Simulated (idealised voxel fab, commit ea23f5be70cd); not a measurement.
A process module follows: voxel quadruple lines.
Xsec cut, 140 nm wide, square cell size 5 nm.
If you're reading a cross-section in this doc, picture square cells in a grid; it comes to you as bands, top ones listed first down to the bottom, and a band can be one or more rows of cells.
What a band's entry tells you: where the top is and where the bottom is, as heights in nm, and after that what lies inside, material by material from left to right, each with its width in nm. Empty space is written as the word "air", and a single material marked with the word "all across" occupies the band from edge to edge.
Beneath 0, the wafer as received is one material, and that level is where height counting begins. The lowest band goes on downward without a bottom; it is written like "0..down".
Note: "30 to 40" means the width goes from the first number (top row of the band) to the second number (bottom row) in equal steps per row of cells.
"remains unaltered", as given for a step, is the statement that not any cell of the cross-section underwent a change during that step.
"Closed voids list" means: voids of 8 cells or more that are shut off from the top with no open way through. Written width x height at distance, distance from the left edge, in nm.
The remark found on a step's line after its settings is issued by the simulator itself and pertains to that step.
"overlay nm", when on a step's line for a step with a mask, measures how far to the right of its planned place the mask lay; a negative measure means to the left.
THE PLANNED PROCESS STEPS ARE ENUMERATED HEREUNDER
1: RECEIVE with material Si
2: CONFORMAL_DEP with material SiO2, thk nm 10
3: DIRECTIONAL_DEP with material Ru, thk nm 10
4: DIRECTIONAL_DEP with material polySi, thk nm 20
5: DIRECTIONAL_DEP with material aC, thk nm 20
6: PATTERN with tone cover, mask id MANDREL, material resist, width nm 35, thk nm 25, overlay nm 0
7: DIRECTIONAL_ETCH with etch materials aC, depth nm 20
8: STRIP with etch materials resist
9: CONFORMAL_DEP with material SiO2, thk nm 15
10: DIRECTIONAL_ETCH with etch materials SiO2, depth nm 15
11: STRIP with etch materials aC
12: DIRECTIONAL_ETCH with etch materials polySi, depth nm 20
13: STRIP with etch materials SiO2
14: CONFORMAL_DEP with material SiN, thk nm 10
15: DIRECTIONAL_ETCH with etch materials SiN, depth nm 10
16: STRIP with etch materials polySi
17: DIRECTIONAL_ETCH with etch materials Ru, depth nm 10
18: STRIP with etch materials SiN
CROSS-SECTION OF THE INCOMING WAFER, STATE AFTER STEP 1
    0..down = Si all across
    Closed voids list: none
SECTIONED VIEW, FIRST OF TWO WAFERS, AT THE CLOSE OF THE MODULE, PROCESSED AS INTENDED IN THE PLAN
    20..10 = air 25 nm | Ru 10 nm | air 15 nm | Ru 10 nm | air 15 nm | Ru 10 nm | air 15 nm | Ru 10 nm | air 30 nm
    10..0 = SiO2 all across
    0..down = Si all across
    Closed voids list: none
CROSS-SECTIONAL VIEW: SECOND OF TWO WAFERS, END OF MODULE; START AND PLAN IDENTICAL TO THE FIRST, ONE MISTAKE IN RUNNING
    20..10 = air 40 nm | Ru 10 nm | air 15 nm | Ru 5 nm | air 15 nm | Ru 10 nm | air 45 nm
    10..0 = SiO2 all across
    0..down = Si all across
    Closed voids list: none
Heads up, the wafer didn't run the way we planned it: step 6 went in with a setting other than planned; the actual run was PATTERN with tone open, mask id MANDREL, material resist, width nm 35, thk nm 25, overlay nm 0
Final comparison by cell count, materials where the second wafer has more or fewer than the first: -6 Ru
